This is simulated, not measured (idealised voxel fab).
Process module, titled voxel quadruple lines
For reference, the cross-section in this document is cut, with width 220 nm and square cells of 5 nm.
Cross-section layout: square cells on a grid; listed as bands, top to bottom; a band spans one or more cell rows. Each band's line starts with the height of the band's top and of its bottom, in nm. Then come its materials from left to right, each with its width in nm. One material with "edge to edge" fills the band from edge to edge. "air" is empty space. For the purposes of this specification, 0 denotes the height below which the wafer in its as-received condition is composed wholly of one material, and the lowermost band, lacking a lower limit, extends downward without end, as expressed in "0 nm and below". The width entry "30 to 40" should be interpreted row by row: the top row of cells in the band takes the first number, the bottom row takes the second number, and the change between adjacent rows is uniform throughout. Step note "changes: none" = no cross-section cell changed. The list in "Closed void inventory" covers empty spaces of 8 cells or more that cannot reach the top through any open way, and it gives each as width x height at distance; the distance is from the left edge, and width, height and distance are in nm. On each step's line, the part that comes after the settings is the simulator's own comment on the step. Regarding "overlay nm": on a step with a mask, it is the distance the mask lay to the right of its planned place; a negative value places it to the left.
## plan
1. RECEIVE,material Si
2. CONFORMAL_DEP,material SiO2,thk nm 5
3. DIRECTIONAL_DEP,material Ru,thk nm 10
4. DIRECTIONAL_DEP,material polySi,thk nm 20
5. DIRECTIONAL_DEP,material aC,thk nm 20
6. PATTERN,tone cover,mask id MANDREL,material resist,width nm 20,pitch nm 60,thk nm 30,overlay nm 0
7. DIRECTIONAL_ETCH,etch materials aC,depth nm 20
8. STRIP,etch materials resist
9. CONFORMAL_DEP,material SiO2,thk nm 10
10. DIRECTIONAL_ETCH,etch materials SiO2,depth nm 10
11. STRIP,etch materials aC
12. DIRECTIONAL_ETCH,etch materials polySi,depth nm 20
13. STRIP,etch materials SiO2
14. CONFORMAL_DEP,material SiCN,thk nm 5
15. DIRECTIONAL_ETCH,etch materials SiCN,depth nm 5
16. STRIP,etch materials polySi
17. DIRECTIONAL_ETCH,etch materials Ru,depth nm 10
18. STRIP,etch materials SiCN
19. FILL_DEP,material lowk,thk nm 10
20. CMP,height nm 15
## First wafer of two (run as planned)
## As-received wafer cross-section (after step 1)
    0 nm and below  Si edge to edge
    Closed void inventory: none
## The wafer in cross-section once step 2 is complete
    5 nm to 0 nm  SiO2 edge to edge
    Everything below 0 is unchanged.
## The wafer in cross-section once step 3 is complete
    15 nm to 5 nm  Ru edge to edge
    Everything below 5 is unchanged.
## The wafer in cross-section once step 4 is complete
    35 nm to 15 nm  polySi edge to edge
    Everything below 15 is unchanged.
## The wafer in cross-section once step 5 is complete
    55 nm to 35 nm  aC edge to edge
    Everything below 35 is unchanged.
## The wafer in cross-section once step 6 is complete
    85 nm to 55 nm  70 of air, 20 of resist, 40 of air, 20 of resist, 70 of air
    Everything below 55 is unchanged.
## The wafer in cross-section once step 7 is complete
    65 nm to 55 nm  70 of air, 20 of resist, 40 of air, 20 of resist, 70 of air
    55 nm to 35 nm  70 of air, 20 of aC, 40 of air, 20 of aC, 70 of air
    Everything below 35 is unchanged.
## The wafer in cross-section once step 8 is complete
    55 nm to 35 nm  70 of air, 20 of aC, 40 of air, 20 of aC, 70 of air
    Everything below 35 is unchanged.
## The wafer in cross-section once step 9 is complete
    65 nm to 55 nm  60 of air, 40 of SiO2, 20 of air, 40 of SiO2, 60 of air
    55 nm to 45 nm  60 of air, 10 of SiO2, 20 of aC, 10 of SiO2, 20 of air, 10 of SiO2, 20 of aC, 10 of SiO2, 60 of air
    45 nm to 35 nm  70 of SiO2, 20 of aC, 40 of SiO2, 20 of aC, 70 of SiO2
    Everything below 35 is unchanged.
## The wafer in cross-section once step 10 is complete
    55 nm to 35 nm  60 of air, 10 of SiO2, 20 of aC, 10 of SiO2, 20 of air, 10 of SiO2, 20 of aC, 10 of SiO2, 60 of air
    Everything below 35 is unchanged.
## The wafer in cross-section once step 11 is complete
    55 nm to 35 nm  60 of air, 10 of SiO2, 20 of air, 10 of SiO2, 20 of air, 10 of SiO2, 20 of air, 10 of SiO2, 60 of air
    Everything below 35 is unchanged.
## The wafer in cross-section once step 12 is complete
    55 nm to 35 nm  60 of air, 10 of SiO2, 20 of air, 10 of SiO2, 20 of air, 10 of SiO2, 20 of air, 10 of SiO2, 60 of air
    35 nm to 15 nm  60 of air, 10 of polySi, 20 of air, 10 of polySi, 20 of air, 10 of polySi, 20 of air, 10 of polySi, 60 of air
    Everything below 15 is unchanged.
## The wafer in cross-section once step 13 is complete
    35 nm to 15 nm  60 of air, 10 of polySi, 20 of air, 10 of polySi, 20 of air, 10 of polySi, 20 of air, 10 of polySi, 60 of air
    Everything below 15 is unchanged.
## The wafer in cross-section once step 14 is complete
    40 nm to 35 nm  55 of air, 20 of SiCN, 10 of air, 20 of SiCN, 10 of air, 20 of SiCN, 10 of air, 20 of SiCN, 55 of air
    35 nm to 20 nm  55 of air, 5 of SiCN, 10 of polySi, 5 of SiCN, 10 of air, 5 of SiCN, 10 of polySi, 5 of SiCN, 10 of air, 5 of SiCN, 10 of polySi, 5 of SiCN, 10 of air, 5 of SiCN, 10 of polySi, 5 of SiCN, 55 of air
    20 nm to 15 nm  60 of SiCN, 10 of polySi, 20 of SiCN, 10 of polySi, 20 of SiCN, 10 of polySi, 20 of SiCN, 10 of polySi, 60 of SiCN
    Everything below 15 is unchanged.
## The wafer in cross-section once step 15 is complete
    35 nm to 15 nm  55 of air, 5 of SiCN, 10 of polySi, 5 of SiCN, 10 of air, 5 of SiCN, 10 of polySi, 5 of SiCN, 10 of air, 5 of SiCN, 10 of polySi, 5 of SiCN, 10 of air, 5 of SiCN, 10 of polySi, 5 of SiCN, 55 of air
    Everything below 15 is unchanged.
## The wafer in cross-section once step 16 is complete
    35 nm to 15 nm  55 of air, 5 of SiCN, 10 of air, 5 of SiCN, 10 of air, 5 of SiCN, 10 of air, 5 of SiCN, 10 of air, 5 of SiCN, 10 of air, 5 of SiCN, 10 of air, 5 of SiCN, 10 of air, 5 of SiCN, 55 of air
    Everything below 15 is unchanged.
## The wafer in cross-section once step 17 is complete
    35 nm to 15 nm  55 of air, 5 of SiCN, 10 of air, 5 of SiCN, 10 of air, 5 of SiCN, 10 of air, 5 of SiCN, 10 of air, 5 of SiCN, 10 of air, 5 of SiCN, 10 of air, 5 of SiCN, 10 of air, 5 of SiCN, 55 of air
    15 nm to 5 nm  55 of air, 5 of Ru, 10 of air, 5 of Ru, 10 of air, 5 of Ru, 10 of air, 5 of Ru, 10 of air, 5 of Ru, 10 of air, 5 of Ru, 10 of air, 5 of Ru, 10 of air, 5 of Ru, 55 of air
    Everything below 5 is unchanged.
## The wafer in cross-section once step 18 is complete
    15 nm to 5 nm  55 of air, 5 of Ru, 10 of air, 5 of Ru, 10 of air, 5 of Ru, 10 of air, 5 of Ru, 10 of air, 5 of Ru, 10 of air, 5 of Ru, 10 of air, 5 of Ru, 10 of air, 5 of Ru, 55 of air
    Everything below 5 is unchanged.
## The wafer in cross-section once step 19 is complete
    25 nm to 15 nm  lowk edge to edge
    15 nm to 5 nm  55 of lowk, 5 of Ru, 10 of lowk, 5 of Ru, 10 of lowk, 5 of Ru, 10 of lowk, 5 of Ru, 10 of lowk, 5 of Ru, 10 of lowk, 5 of Ru, 10 of lowk, 5 of Ru, 10 of lowk, 5 of Ru, 55 of lowk
    Everything below 5 is unchanged.
## The wafer in cross-section once step 20 is complete
    15 nm to 5 nm  55 of lowk, 5 of Ru, 10 of lowk, 5 of Ru, 10 of lowk, 5 of Ru, 10 of lowk, 5 of Ru, 10 of lowk, 5 of Ru, 10 of lowk, 5 of Ru, 10 of lowk, 5 of Ru, 10 of lowk, 5 of Ru, 55 of lowk
    Everything below 5 is unchanged.
## Wafer two of the pair: same origin, same plan, one error during the run; identical to wafer one up to and including step 18
## Second wafer, sectioned view, at step 19's planned end time
    25 nm to 15 nm  SiO2 edge to edge
    15 nm to 5 nm  55 of SiO2, 5 of Ru, 10 of SiO2, 5 of Ru, 10 of SiO2, 5 of Ru, 10 of SiO2, 5 of Ru, 10 of SiO2, 5 of Ru, 10 of SiO2, 5 of Ru, 10 of SiO2, 5 of Ru, 10 of SiO2, 5 of Ru, 55 of SiO2
    Everything below 5 is unchanged.
## Second wafer, sectioned view, at step 20's planned end time
    15 nm to 5 nm  55 of SiO2, 5 of Ru, 10 of SiO2, 5 of Ru, 10 of SiO2, 5 of Ru, 10 of SiO2, 5 of Ru, 10 of SiO2, 5 of Ru, 10 of SiO2, 5 of Ru, 10 of SiO2, 5 of Ru, 10 of SiO2, 5 of Ru, 55 of SiO2
    Everything below 5 is unchanged.
What broke from the plan during processing? not per plan at step 19, really ran FILL_DEP,material SiO2,thk nm 10
at the end the second wafer has, in cells: +72 SiO2; -72 lowk
